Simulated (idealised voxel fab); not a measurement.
The document below concerns the process module designated voxel transistor to metal.
We display cut, a cross-section 175 nm in width whose square cells are each 5 nm.
Cross-section layout: square cells on a grid; listed as bands, top to bottom; a band spans one or more cell rows. Top, bottom (nm), then materials left to right with widths (nm); lone material tagged "full width" fills the whole band edge to edge; "empty" = empty space. Where do heights start? At 0: under that level the wafer as delivered is made of one material only. And the lowest band has no floor; it just carries on downward, as in "0 down". A width given as "30 to 40" starts at the first number in the band's top row and ends at the second number in its bottom row, shifting by an equal amount at every step from row to row. Where the words "no change occurred" appear for a step, the cross-section shows no cell changed by that step; every cell remained as before. The entry "Cavities, closed" lists the empty spaces that cover at least 8 cells and have no open path to the top. Each is written as width x height at distance, where the distance is measured from the left edge and all three values are in nm. Step line, after settings: the simulator's comment on this step. overlay nm, on a step with a mask: how far to the right of its planned place the mask lay; to the left if negative.

So here's the lineup of process steps we planned:
1,RECEIVE (material Si)
2,OXIDIZE (depth nm 5)
3,CONFORMAL_DEP (material SiN; thk nm 15)
4,MASKED_ETCH (tone cover; mask id ACTIVE; width nm 125; etch materials SiN; depth nm 15; overlay nm 0)
5,MASKED_ETCH (tone cover; mask id ACTIVE; width nm 125; etch materials SiO2; depth nm 5; overlay nm 0)
6,MASKED_ETCH (tone cover; mask id ACTIVE; width nm 125; etch materials Si; depth nm 20; overlay nm 0)
7,OXIDIZE (depth nm 5)
8,FILL_DEP (material SiO2; thk nm 5)
9,CMP (height nm 15)
10,SELECTIVE_ETCH (etch materials SiO2; depth nm 10)
11,STRIP (etch materials SiN)
12,SELECTIVE_ETCH (etch materials SiO2; depth nm 5)
13,OXIDIZE (depth nm 5)
14,DIRECTIONAL_DEP (material polySi; thk nm 30)
15,DIRECTIONAL_DEP (material SiCN; thk nm 15)
16,MASKED_ETCH (tone cover; mask id GATE; width nm 25; etch materials SiCN; depth nm 25; overlay nm 0)
17,MASKED_ETCH (tone cover; mask id GATE; width nm 25; etch materials polySi; depth nm 40; overlay nm 0)
18,CONFORMAL_DEP (material SiN; thk nm 5)
19,DIRECTIONAL_ETCH (etch materials SiN; depth nm 5)
20,DIRECTIONAL_ETCH (etch materials SiO2; depth nm 5)
21,DIRECTIONAL_ETCH (etch materials Si; depth nm 10)
22,EPI (material nSi; thk nm 15)
23,FILL_DEP (material SiO2; thk nm 5)
24,CMP (height nm 25)
25,STRIP (etch materials polySi)
26,SELECTIVE_ETCH (etch materials SiO2; depth nm 5)
27,CONFORMAL_DEP (material HfO2; thk nm 5)
28,CONFORMAL_DEP (material TiN; thk nm 5)
29,FILL_DEP (material W; thk nm 5)
30,CMP (height nm 20)
31,DIRECTIONAL_DEP (material SiO2; thk nm 15)
32,DIRECTIONAL_DEP (material aC; thk nm 10)
33,PATTERN (tone open; mask id CONTACT; material resist; width nm 20; pitch nm 85; thk nm 30; overlay nm 0)
34,DIRECTIONAL_ETCH (etch materials aC; depth nm 10)
35,STRIP (etch materials resist)
36,DIRECTIONAL_ETCH (etch materials SiO2; depth nm 40)
37,STRIP (etch materials aC)
38,CONFORMAL_DEP (material TiN; thk nm 5)
39,FILL_DEP (material W; thk nm 5)
40,CMP (height nm 35)
41,DIRECTIONAL_DEP (material TiN; thk nm 5)
42,DIRECTIONAL_DEP (material Ru; thk nm 15)
43,MASKED_ETCH (tone cover; mask id METAL_1; width nm 20; pitch nm 85; etch materials Ru; depth nm 15; overlay nm 0)
44,MASKED_ETCH (tone cover; mask id METAL_1; width nm 20; pitch nm 85; etch materials TiN; depth nm 5; overlay nm 0)
45,FILL_DEP (material SiO2; thk nm 10)
46,CMP (height nm 55)
47,CONFORMAL_DEP (material SiCN; thk nm 5)
48,DIRECTIONAL_DEP (material SiO2; thk nm 25)
49,MASKED_ETCH (tone open; mask id METAL_2_HOLES; width nm 15; pitch nm 85; etch materials SiO2; depth nm 25; overlay nm 0)
50,DIRECTIONAL_DEP (material aC; thk nm 15)
51,PATTERN (tone open; mask id METAL_2; material resist; width nm 20; pitch nm 85; thk nm 35; overlay nm 0)
52,DIRECTIONAL_ETCH (etch materials aC; depth nm 15)
53,STRIP (etch materials resist)
54,DIRECTIONAL_ETCH (etch materials SiO2; depth nm 15)
55,DIRECTIONAL_ETCH (etch materials SiCN; depth nm 5)
56,STRIP (etch materials aC)
57,CONFORMAL_DEP (material TiN; thk nm 5)
58,FILL_DEP (material Ru; thk nm 5)
59,CMP (height nm 85)
60,CONFORMAL_DEP (material SiCN; thk nm 5)

Wafer as received: cross-section following step 1:
- 0 down: Si full width
- Cavities, closed: none

Starting wafer: above. Plan: above. Run: one mistake. Cross-section after the module: below:
- 90 to 85: SiCN full width
- 85 to 65: SiO2 30, TiN 5, Ru 15, TiN 5, SiO2 60, TiN 5, Ru 15, TiN 5, SiO2 35
- 65 to 60: SiO2 30, TiN 10, Ru 10, TiN 5, SiO2 60, TiN 10, Ru 10, TiN 5, SiO2 35
- 60 to 55: SiCN 35, TiN 20, SiCN 65, TiN 20, SiCN 35
- 55 to 40: SiO2 35, Ru 20, SiO2 65, Ru 20, SiO2 35
- 40 to 35: SiO2 35, TiN 20, SiO2 65, TiN 20, SiO2 35
- 35 to 20: SiO2 35, TiN 5, W 10, TiN 5, SiO2 65, TiN 5, W 10, TiN 5, SiO2 35
- 20 to 5: SiO2 35, TiN 5, W 10, TiN 5, SiO2 15, SiN 5, HfO2 5, TiN 5, W 5, TiN 5, HfO2 5, SiN 5, SiO2 15, TiN 5, W 10, TiN 5, SiO2 35
- 5 to 0: SiO2 35, TiN 5, W 10, TiN 5, nSi 15, SiN 5, HfO2 5, TiN 5, W 5, TiN 5, HfO2 5, SiN 5, nSi 15, TiN 5, W 10, TiN 5, SiO2 35
- 0 to -5: SiO2 20, SiN 5, SiO2 10, TiN 20, nSi 15, SiN 5, HfO2 5, TiN 15, HfO2 5, SiN 5, nSi 15, TiN 20, SiO2 10, SiN 5, SiO2 20
- -5 to -10: SiO2 25, nSi 45, HfO2 35, nSi 45, SiO2 25
- -10 to -20: SiO2 30, nSi 40, Si 35, nSi 40, SiO2 30
- -20 to -30: SiO2 30, Si 115, SiO2 30
- -30 down: Si full width
- Cavities, closed: none
What was the processing mistake? step 49 was processed under conditions differing from the plan, specifically as MASKED_ETCH (tone open; mask id METAL_2_HOLES; width nm 25; pitch nm 85; etch materials SiO2; depth nm 25; overlay nm 0)
